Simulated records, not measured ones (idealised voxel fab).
The following is a process module called voxel double patterning.
The figure presents cross-section cut, which has a width of 215 nm and is divided into square cells with an edge length of 5 nm.
A cross-section is written here as square cells arranged in a grid, and it is given in bands from the top down, each band taking up one or more rows of cells.
Top, bottom (nm), then materials left to right with widths (nm); lone material tagged "everywhere" fills the whole band edge to edge; "air" = empty space.
Measure heights from 0. That's the level where, below it, the as-received wafer is all one material. The lowest band is bottomless and extends downward; write it as in "0 nm and below".
Width: "30 to 40" (first number = top row, second number = bottom row, same change from row to row of cells).
When a step is marked "no change occurred", none of the cells in the cross-section changed during that step.
In "Closed void inventory" the enclosed voids are listed, meaning empty spaces of 8 cells or larger without any opening to the top. The form is width x height at distance, distance from the left edge, units nm.
Anything after a step's settings on that line? It's the simulator's own note about the step.
overlay nm, on a step with a mask: how far to the right of its planned place the mask lay; to the left if negative
SET OUT BELOW ARE THE PLANNED STEPS OF THE PROCESS
step 1: RECEIVE [material Si]
step 2: CONFORMAL_DEP [material SiO2] [thk nm 10]
step 3: DIRECTIONAL_DEP [material polySi] [thk nm 10]
step 4: DIRECTIONAL_DEP [material SiCN] [thk nm 5]
step 5: PATTERN [tone open] [mask id FIRST] [material resist] [width nm 15] [pitch nm 50] [thk nm 15] [overlay nm 0]
step 6: DIRECTIONAL_ETCH [etch materials SiCN] [depth nm 5]
step 7: STRIP [etch materials resist]
step 8: PATTERN [tone open] [mask id SECOND] [material resist] [width nm 15] [thk nm 20] [overlay nm 0]
step 9: DIRECTIONAL_ETCH [etch materials SiCN] [depth nm 5]
step 10: STRIP [etch materials resist]
step 11: DIRECTIONAL_ETCH [etch materials polySi] [depth nm 10]
step 12: STRIP [etch materials SiCN]
AS RECEIVED, AFTER STEP 1
> 0 nm and below = Si everywhere
> Closed void inventory: none
WAFER CROSS-SECTION AT MODULE END: FIRST OF TWO, RUN TO PLAN
> 20 nm to 10 nm = 75 nm polySi, then 15 nm air, then 10 nm polySi, then 15 nm air, then 10 nm polySi, then 15 nm air, then 75 nm polySi
> 10 nm to 0 nm = SiO2 everywhere
> 0 nm and below = Si everywhere
> Closed void inventory: none
SECOND WAFER OF THE TWO, SECTIONED AT THE END OF THE MODULE. IT BEGAN LIKE THE FIRST AND FOLLOWED THE SAME PLAN, BUT ONE MISTAKE WAS MADE WHILE RUNNING IT
> 20 nm to 10 nm = 75 nm air, then 15 nm polySi, then 35 nm air, then 15 nm polySi, then 75 nm air
> 10 nm to 0 nm = SiO2 everywhere
> 0 nm and below = Si everywhere
> Closed void inventory: none
Heads up, the wafer didn't run the way we planned it: heads up, step 5 didn't go per plan, it actually ran as PATTERN [tone cover] [mask id FIRST] [material resist] [width nm 15] [pitch nm 50] [thk nm 15] [overlay nm 0]
Cell-count delta at end, second wafer over first, by material: polySi: 56 fewer
